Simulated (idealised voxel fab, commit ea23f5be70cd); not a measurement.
This section sets out a process module, namely voxel trench capacitor.
The cross-section shown here is cut; it is 260 nm wide and divided into square cells measuring 5 nm on a side.
When this document writes out a cross-section, it uses a grid of square cells and lists it as bands, beginning at the top and moving down, with a band standing for one or more rows of cells. Quick guide to a band line: top height, bottom height (nm) up front; then every material left to right with its width in nm. Only one material and it's marked "all across"? Then it fills the band edge to edge. And "empty" just means empty space. The level at which height equals 0 is the one under which the wafer, as it arrives, is entirely one material. No lower edge exists for the bottom band, which continues downward and is notated as in "from 0 down". Quick explanation for "30->40": the width changes in equal steps down the rows of cells, from the first number in the band's top row to the second number in its bottom row. Take "identical to before" at face value: in the step it is given for, the cross-section changed in none of its cells. The entry "Enclosed internal cavities" lists the empty spaces that cover at least 8 cells and have no open path to the top. Each is written as width x height at distance, where the distance is measured from the left edge and all three values are in nm. It should be noted that, on the line of a given step, the content following the step's settings is a remark produced by the simulator itself with respect to that step. The "overlay nm" setting may appear on a step's line; for a step that uses a mask, it gives how far to the right of its planned position the mask lay, and a negative value indicates the left.
### This section lists the process steps that were planned
1. RECEIVE, material Si
2. CONFORMAL_DEP, material SiN, thk nm 10
3. DIRECTIONAL_DEP, material aC, thk nm 15
4. PATTERN, tone open, mask id TRENCH, material resist, width nm 30, pitch nm 55, thk nm 30, overlay nm 0
5. DIRECTIONAL_ETCH, etch materials aC, depth nm 15
6. STRIP, etch materials resist
7. DIRECTIONAL_ETCH, etch materials SiN, depth nm 10
8. DIRECTIONAL_ETCH, etch materials Si, depth nm 30
9. STRIP, etch materials aC
10. CONFORMAL_DEP, material HfO2, thk nm 5
11. CONFORMAL_DEP, material TiN, thk nm 5
12. FILL_DEP, material W, thk nm 10
13. CMP, height nm 10
### The first wafer of two, processed as planned
### Cross-section of the wafer at receipt, which is the condition after step 1
* from 0 down | Si all across
* Enclosed internal cavities: none
### After step 2, in cross-section
* from 10 to 0 | SiN all across
* Under the height 0 nothing was changed.
### After step 3, in cross-section
* from 25 to 10 | aC all across
* Under the height 10 nothing was changed.
### After step 4, in cross-section
* from 55 to 25 | resist (30), then empty (30), then resist (25), then empty (30), then resist (25), then empty (30), then resist (25), then empty (30), then resist (35)
* Under the height 25 nothing was changed.
### After step 5, in cross-section
* from 40 to 25 | resist (30), then empty (30), then resist (25), then empty (30), then resist (25), then empty (30), then resist (25), then empty (30), then resist (35)
* from 25 to 10 | aC (30), then empty (30), then aC (25), then empty (30), then aC (25), then empty (30), then aC (25), then empty (30), then aC (35)
* Under the height 10 nothing was changed.
### After step 6, in cross-section
* from 25 to 10 | aC (30), then empty (30), then aC (25), then empty (30), then aC (25), then empty (30), then aC (25), then empty (30), then aC (35)
* Under the height 10 nothing was changed.
### After step 7, in cross-section
* from 25 to 10 | aC (30), then empty (30), then aC (25), then empty (30), then aC (25), then empty (30), then aC (25), then empty (30), then aC (35)
* from 10 to 0 | SiN (30), then empty (30), then SiN (25), then empty (30), then SiN (25), then empty (30), then SiN (25), then empty (30), then SiN (35)
* Under the height 0 nothing was changed.
### After step 8, in cross-section
* from 25 to 10 | aC (30), then empty (30), then aC (25), then empty (30), then aC (25), then empty (30), then aC (25), then empty (30), then aC (35)
* from 10 to 0 | SiN (30), then empty (30), then SiN (25), then empty (30), then SiN (25), then empty (30), then SiN (25), then empty (30), then SiN (35)
* from 0 to -30 | Si (30), then empty (30), then Si (25), then empty (30), then Si (25), then empty (30), then Si (25), then empty (30), then Si (35)
* Under the height -30 nothing was changed.
### After step 9, in cross-section
* from 10 to 0 | SiN (30), then empty (30), then SiN (25), then empty (30), then SiN (25), then empty (30), then SiN (25), then empty (30), then SiN (35)
* Under the height 0 nothing was changed.
### After step 10, in cross-section
* from 15 to 10 | HfO2 (35), then empty (20), then HfO2 (35), then empty (20), then HfO2 (35), then empty (20), then HfO2 (35), then empty (20), then HfO2 (40)
* from 10 to 0 | SiN (30), then HfO2 (5), then empty (20), then HfO2 (5), then SiN (25), then HfO2 (5), then empty (20), then HfO2 (5), then SiN (25), then HfO2 (5), then empty (20), then HfO2 (5), then SiN (25), then HfO2 (5), then empty (20), then HfO2 (5), then SiN (35)
* from 0 to -25 | Si (30), then HfO2 (5), then empty (20), then HfO2 (5), then Si (25), then HfO2 (5), then empty (20), then HfO2 (5), then Si (25), then HfO2 (5), then empty (20), then HfO2 (5), then Si (25), then HfO2 (5), then empty (20), then HfO2 (5), then Si (35)
* from -25 to -30 | Si (30), then HfO2 (30), then Si (25), then HfO2 (30), then Si (25), then HfO2 (30), then Si (25), then HfO2 (30), then Si (35)
* Under the height -30 nothing was changed.
### After step 11, in cross-section
* from 20 to 15 | TiN (40), then empty (10), then TiN (45), then empty (10), then TiN (45), then empty (10), then TiN (45), then empty (10), then TiN (45)
* from 15 to 10 | HfO2 (35), then TiN (5), then empty (10), then TiN (5), then HfO2 (35), then TiN (5), then empty (10), then TiN (5), then HfO2 (35), then TiN (5), then empty (10), then TiN (5), then HfO2 (35), then TiN (5), then empty (10), then TiN (5), then HfO2 (40)
* from 10 to 0 | SiN (30), then HfO2 (5), then TiN (5), then empty (10), then TiN (5), then HfO2 (5), then SiN (25), then HfO2 (5), then TiN (5), then empty (10), then TiN (5), then HfO2 (5), then SiN (25), then HfO2 (5), then TiN (5), then empty (10), then TiN (5), then HfO2 (5), then SiN (25), then HfO2 (5), then TiN (5), then empty (10), then TiN (5), then HfO2 (5), then SiN (35)
* from 0 to -20 | Si (30), then HfO2 (5), then TiN (5), then empty (10), then TiN (5), then HfO2 (5), then Si (25), then HfO2 (5), then TiN (5), then empty (10), then TiN (5), then HfO2 (5), then Si (25), then HfO2 (5), then TiN (5), then empty (10), then TiN (5), then HfO2 (5), then Si (25), then HfO2 (5), then TiN (5), then empty (10), then TiN (5), then HfO2 (5), then Si (35)
* from -20 to -25 | Si (30), then HfO2 (5), then TiN (20), then HfO2 (5), then Si (25), then HfO2 (5), then TiN (20), then HfO2 (5), then Si (25), then HfO2 (5), then TiN (20), then HfO2 (5), then Si (25), then HfO2 (5), then TiN (20), then HfO2 (5), then Si (35)
* Under the height -25 nothing was changed.
### After step 12, in cross-section
* from 30 to 20 | W all across
* from 20 to 15 | TiN (40), then W (10), then TiN (45), then W (10), then TiN (45), then W (10), then TiN (45), then W (10), then TiN (45)
* from 15 to 10 | HfO2 (35), then TiN (5), then W (10), then TiN (5), then HfO2 (35), then TiN (5), then W (10), then TiN (5), then HfO2 (35), then TiN (5), then W (10), then TiN (5), then HfO2 (35), then TiN (5), then W (10), then TiN (5), then HfO2 (40)
* from 10 to 0 | SiN (30), then HfO2 (5), then TiN (5), then W (10), then TiN (5), then HfO2 (5), then SiN (25), then HfO2 (5), then TiN (5), then W (10), then TiN (5), then HfO2 (5), then SiN (25), then HfO2 (5), then TiN (5), then W (10), then TiN (5), then HfO2 (5), then SiN (25), then HfO2 (5), then TiN (5), then W (10), then TiN (5), then HfO2 (5), then SiN (35)
* from 0 to -20 | Si (30), then HfO2 (5), then TiN (5), then W (10), then TiN (5), then HfO2 (5), then Si (25), then HfO2 (5), then TiN (5), then W (10), then TiN (5), then HfO2 (5), then Si (25), then HfO2 (5), then TiN (5), then W (10), then TiN (5), then HfO2 (5), then Si (25), then HfO2 (5), then TiN (5), then W (10), then TiN (5), then HfO2 (5), then Si (35)
* Under the height -20 nothing was changed.
### After step 13, in cross-section
* from 10 to 0 | SiN (30), then HfO2 (5), then TiN (5), then W (10), then TiN (5), then HfO2 (5), then SiN (25), then HfO2 (5), then TiN (5), then W (10), then TiN (5), then HfO2 (5), then SiN (25), then HfO2 (5), then TiN (5), then W (10), then TiN (5), then HfO2 (5), then SiN (25), then HfO2 (5), then TiN (5), then W (10), then TiN (5), then HfO2 (5), then SiN (35)
* Under the height 0 nothing was changed.
### Regarding the second of the two wafers: it shared the first wafer's starting condition and process plan, yet one error occurred during its execution. Its history coincides with that of the first wafer up to and including step 3
### The second wafer in cross-section, at the planned close of step 4
* from 55 to 25 | empty (30), then resist (30), then empty (25), then resist (30), then empty (25), then resist (30), then empty (25), then resist (30), then empty (35)
* Under the height 25 nothing was changed.
### The second wafer in cross-section, at the planned close of step 5
* from 40 to 25 | empty (30), then resist (30), then empty (25), then resist (30), then empty (25), then resist (30), then empty (25), then resist (30), then empty (35)
* from 25 to 10 | empty (30), then aC (30), then empty (25), then aC (30), then empty (25), then aC (30), then empty (25), then aC (30), then empty (35)
* Under the height 10 nothing was changed.
### The second wafer in cross-section, at the planned close of step 6
* from 25 to 10 | empty (30), then aC (30), then empty (25), then aC (30), then empty (25), then aC (30), then empty (25), then aC (30), then empty (35)
* Under the height 10 nothing was changed.
### The second wafer in cross-section, at the planned close of step 7
* from 25 to 10 | empty (30), then aC (30), then empty (25), then aC (30), then empty (25), then aC (30), then empty (25), then aC (30), then empty (35)
* from 10 to 0 | empty (30), then SiN (30), then empty (25), then SiN (30), then empty (25), then SiN (30), then empty (25), then SiN (30), then empty (35)
* Under the height 0 nothing was changed.
### The second wafer in cross-section, at the planned close of step 8
* from 25 to 10 | empty (30), then aC (30), then empty (25), then aC (30), then empty (25), then aC (30), then empty (25), then aC (30), then empty (35)
* from 10 to 0 | empty (30), then SiN (30), then empty (25), then SiN (30), then empty (25), then SiN (30), then empty (25), then SiN (30), then empty (35)
* from 0 to -30 | empty (30), then Si (30), then empty (25), then Si (30), then empty (25), then Si (30), then empty (25), then Si (30), then empty (35)
* Under the height -30 nothing was changed.
### The second wafer in cross-section, at the planned close of step 9
* from 10 to 0 | empty (30), then SiN (30), then empty (25), then SiN (30), then empty (25), then SiN (30), then empty (25), then SiN (30), then empty (35)
* Under the height 0 nothing was changed.
### The second wafer in cross-section, at the planned close of step 10
* from 15 to 10 | empty (25), then HfO2 (40), then empty (15), then HfO2 (40), then empty (15), then HfO2 (40), then empty (15), then HfO2 (40), then empty (30)
* from 10 to 0 | empty (25), then HfO2 (5), then SiN (30), then HfO2 (5), then empty (15), then HfO2 (5), then SiN (30), then HfO2 (5), then empty (15), then HfO2 (5), then SiN (30), then HfO2 (5), then empty (15), then HfO2 (5), then SiN (30), then HfO2 (5), then empty (30)
* from 0 to -25 | empty (25), then HfO2 (5), then Si (30), then HfO2 (5), then empty (15), then HfO2 (5), then Si (30), then HfO2 (5), then empty (15), then HfO2 (5), then Si (30), then HfO2 (5), then empty (15), then HfO2 (5), then Si (30), then HfO2 (5), then empty (30)
* from -25 to -30 | HfO2 (30), then Si (30), then HfO2 (25), then Si (30), then HfO2 (25), then Si (30), then HfO2 (25), then Si (30), then HfO2 (35)
* Under the height -30 nothing was changed.
### The second wafer in cross-section, at the planned close of step 11
* from 20 to 15 | empty (20), then TiN (50), then empty (5), then TiN (50), then empty (5), then TiN (50), then empty (5), then TiN (50), then empty (25)
* from 15 to 10 | empty (20), then TiN (5), then HfO2 (40), then TiN (5), then empty (5), then TiN (5), then HfO2 (40), then TiN (5), then empty (5), then TiN (5), then HfO2 (40), then TiN (5), then empty (5), then TiN (5), then HfO2 (40), then TiN (5), then empty (25)
* from 10 to 0 | empty (20), then TiN (5), then HfO2 (5), then SiN (30), then HfO2 (5), then TiN (5), then empty (5), then TiN (5), then HfO2 (5), then SiN (30), then HfO2 (5), then TiN (5), then empty (5), then TiN (5), then HfO2 (5), then SiN (30), then HfO2 (5), then TiN (5), then empty (5), then TiN (5), then HfO2 (5), then SiN (30), then HfO2 (5), then TiN (5), then empty (25)
* from 0 to -20 | empty (20), then TiN (5), then HfO2 (5), then Si (30), then HfO2 (5), then TiN (5), then empty (5), then TiN (5), then HfO2 (5), then Si (30), then HfO2 (5), then TiN (5), then empty (5), then TiN (5), then HfO2 (5), then Si (30), then HfO2 (5), then TiN (5), then empty (5), then TiN (5), then HfO2 (5), then Si (30), then HfO2 (5), then TiN (5), then empty (25)
* from -20 to -25 | TiN (25), then HfO2 (5), then Si (30), then HfO2 (5), then TiN (15), then HfO2 (5), then Si (30), then HfO2 (5), then TiN (15), then HfO2 (5), then Si (30), then HfO2 (5), then TiN (15), then HfO2 (5), then Si (30), then HfO2 (5), then TiN (30)
* Under the height -25 nothing was changed.
### The second wafer in cross-section, at the planned close of step 12
* from 30 to 20 | W all across
* from 20 to 15 | W (20), then TiN (50), then W (5), then TiN (50), then W (5), then TiN (50), then W (5), then TiN (50), then W (25)
* from 15 to 10 | W (20), then TiN (5), then HfO2 (40), then TiN (5), then W (5), then TiN (5), then HfO2 (40), then TiN (5), then W (5), then TiN (5), then HfO2 (40), then TiN (5), then W (5), then TiN (5), then HfO2 (40), then TiN (5), then W (25)
* from 10 to 0 | W (20), then TiN (5), then HfO2 (5), then SiN (30), then HfO2 (5), then TiN (5), then W (5), then TiN (5), then HfO2 (5), then SiN (30), then HfO2 (5), then TiN (5), then W (5), then TiN (5), then HfO2 (5), then SiN (30), then HfO2 (5), then TiN (5), then W (5), then TiN (5), then HfO2 (5), then SiN (30), then HfO2 (5), then TiN (5), then W (25)
* from 0 to -20 | W (20), then TiN (5), then HfO2 (5), then Si (30), then HfO2 (5), then TiN (5), then W (5), then TiN (5), then HfO2 (5), then Si (30), then HfO2 (5), then TiN (5), then W (5), then TiN (5), then HfO2 (5), then Si (30), then HfO2 (5), then TiN (5), then W (5), then TiN (5), then HfO2 (5), then Si (30), then HfO2 (5), then TiN (5), then W (25)
* Under the height -20 nothing was changed.
### The second wafer in cross-section, at the planned close of step 13
* from 10 to 0 | W (20), then TiN (5), then HfO2 (5), then SiN (30), then HfO2 (5), then TiN (5), then W (5), then TiN (5), then HfO2 (5), then SiN (30), then HfO2 (5), then TiN (5), then W (5), then TiN (5), then HfO2 (5), then SiN (30), then HfO2 (5), then TiN (5), then W (5), then TiN (5), then HfO2 (5), then SiN (30), then HfO2 (5), then TiN (5), then W (25)
* Under the height 0 nothing was changed.
Nonconformance to the process plan: step 4 ran with different settings than intended, the actual operation and settings being PATTERN, tone cover, mask id TRENCH, material resist, width nm 30, pitch nm 55, thk nm 30, overlay nm 0
Wrapping up, a cell-based count of both wafers puts the second over or under the first for these materials: HfO2: 4 more | Si: 24 fewer | SiN: 8 fewer | TiN: 4 more | W: 24 more
